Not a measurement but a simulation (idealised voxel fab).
The following is a process module called voxel capacitor over wiring.
It is cross-section cut that appears here, measuring 300 nm in width, its square cells being 5 nm in size.
In this document a cross-section is written as a grid of square cells. It is given as a series of bands, listed from the top down, and a band is one or more rows of cells.
The entry gives the band's vertical extent as a top height and a bottom height in nm, then its horizontal make-up as materials from left to right, each with a width in nm. "empty" stands for empty space; a single material marked "all across" fills the band edge to edge.
Height is counted from the level 0, under which the received wafer is composed throughout of one material. The lowest of the bands is not closed at the bottom but continues downward, in the notation "0 and below".
With a width like "30->40", each row of cells in the band differs from the next by the same amount, the top row carrying the first number and the bottom row the second.
"no modification" after a step means that no cell of the cross-section changed.
"Voids, sealed": sealed empty spaces, 8 cells or more, no open way to top, listed width x height at distance, with distance from the left edge and width, height and distance in nm.
Formally, on a step line, whatever follows the settings is a remark that the simulator itself makes on the step.
"overlay nm" on a masked step: distance the mask lay right of its planned place, negative for left.

THE PLANNED PROCESS STEPS ARE ENUMERATED HEREUNDER
| 1 | RECEIVE: material Si |
| 2 | CONFORMAL_DEP: material SiO2, thk nm 15 |
| 3 | CONFORMAL_DEP: material SiN, thk nm 5 |
| 4 | DIRECTIONAL_DEP: material lowk, thk nm 20 |
| 5 | DIRECTIONAL_DEP: material aC, thk nm 15 |
| 6 | PATTERN: tone open, mask id METAL_1, material resist, width nm 20, pitch nm 85, thk nm 30, overlay nm 0 |
| 7 | DIRECTIONAL_ETCH: etch materials aC, depth nm 15 |
| 8 | STRIP: etch materials resist |
| 9 | DIRECTIONAL_ETCH: etch materials lowk, depth nm 20 |
| 10 | DIRECTIONAL_ETCH: etch materials SiN, depth nm 5 |
| 11 | STRIP: etch materials aC |
| 12 | CONFORMAL_DEP: material TiN, thk nm 5 |
| 13 | FILL_DEP: material Cu, thk nm 10 |
| 14 | CMP: height nm 40 |
| 15 | CONFORMAL_DEP: material SiCN, thk nm 5 |
| 16 | DIRECTIONAL_DEP: material lowk, thk nm 20 |
| 17 | PATTERN: tone open, mask id PLUG_1, material resist, width nm 15, thk nm 20, overlay nm 0 |
| 18 | DIRECTIONAL_ETCH: etch materials lowk, depth nm 20 |
| 19 | DIRECTIONAL_ETCH: etch materials SiCN, depth nm 5 |
| 20 | STRIP: etch materials resist |
| 21 | EPI: material Ru, thk nm 10 |
| 22 | EPI: material Ru, thk nm 10 |
| 23 | EPI: material Ru, thk nm 5 |
| 24 | DIRECTIONAL_DEP: material TiN, thk nm 5 |
| 25 | DIRECTIONAL_DEP: material SiN, thk nm 5 |
| 26 | DIRECTIONAL_DEP: material TiN, thk nm 10 |
| 27 | PATTERN: tone cover, mask id UPPER_PLATE, material resist, width nm 70, thk nm 15, overlay nm 0 |
| 28 | DIRECTIONAL_ETCH: etch materials TiN, depth nm 10 |
| 29 | DIRECTIONAL_ETCH: etch materials SiN, depth nm 5 |
| 30 | STRIP: etch materials resist |
| 31 | MASKED_ETCH: tone cover, mask id LOWER_PLATE, width nm 80, etch materials TiN, depth nm 5, overlay nm 0 |
| 32 | FILL_DEP: material SiO2, thk nm 20 |
| 33 | CMP: height nm 100 |
| 34 | MASKED_ETCH: tone open, mask id PLUG_2, width nm 15, etch materials SiO2, depth nm 15, overlay nm 0 |
| 35 | CONFORMAL_DEP: material TiN, thk nm 5 |
| 36 | FILL_DEP: material Cu, thk nm 10 |
| 37 | CMP: height nm 100 |
| 38 | CONFORMAL_DEP: material SiCN, thk nm 5 |

SO THIS IS THE INCOMING WAFER IN CROSS-SECTION - IT'S ALREADY BEEN THROUGH STEP 1
    0 and below  Si all across
    Voids, sealed: none

SECTIONED VIEW, FIRST OF TWO WAFERS, AT THE CLOSE OF THE MODULE, PROCESSED AS INTENDED IN THE PLAN
    105 down to 100  SiCN all across
    100 down to 90  SiO2=110  TiN=5  Cu=5  TiN=5  SiO2=175
    90 down to 85  SiO2=110  TiN=15  SiO2=175
    85 down to 75  SiO2=100  TiN=70  SiO2=130
    75 down to 70  SiO2=100  SiN=70  SiO2=130
    70 down to 65  SiO2=95  TiN=80  SiO2=125
    65 down to 45  lowk=100  Ru=15  lowk=185
    45 down to 40  SiCN=100  Ru=15  SiCN=185
    40 down to 20  lowk=95  TiN=5  Cu=10  TiN=5  lowk=65  TiN=5  Cu=10  TiN=5  lowk=100
    20 down to 15  SiN=95  TiN=20  SiN=65  TiN=20  SiN=100
    15 down to 0  SiO2 all across
    0 and below  Si all across
    Voids, sealed: none

WAFER TWO (OF TWO), END-OF-MODULE CROSS-SECTION: START = WAFER ONE, PLAN = WAFER ONE, ONE RUN MISTAKE
    105 down to 100  SiCN all across
    100 down to 90  SiO2=110  TiN=5  Cu=5  TiN=5  SiO2=175
    90 down to 85  SiO2=110  TiN=15  SiO2=175
    85 down to 75  SiO2=105  TiN=60  SiO2=135
    75 down to 70  SiO2=105  SiN=60  SiO2=135
    70 down to 65  SiO2=95  TiN=80  SiO2=125
    65 down to 45  lowk=100  Ru=15  lowk=185
    45 down to 40  SiCN=100  Ru=15  SiCN=185
    40 down to 20  lowk=95  TiN=5  Cu=10  TiN=5  lowk=65  TiN=5  Cu=10  TiN=5  lowk=100
    20 down to 15  SiN=95  TiN=20  SiN=65  TiN=20  SiN=100
    15 down to 0  SiO2 all across
    0 and below  Si all across
    Voids, sealed: none
Here's what went sideways: step 27 was processed under conditions differing from the plan, specifically as PATTERN: tone cover, mask id UPPER_PLATE, material resist, width nm 60, thk nm 15, overlay nm 0
Once processing is complete, comparing cell counts shows that the second wafer has more or fewer of certain materials than the first: SiN: 2 fewer, SiO2: 6 more, TiN: 4 fewer
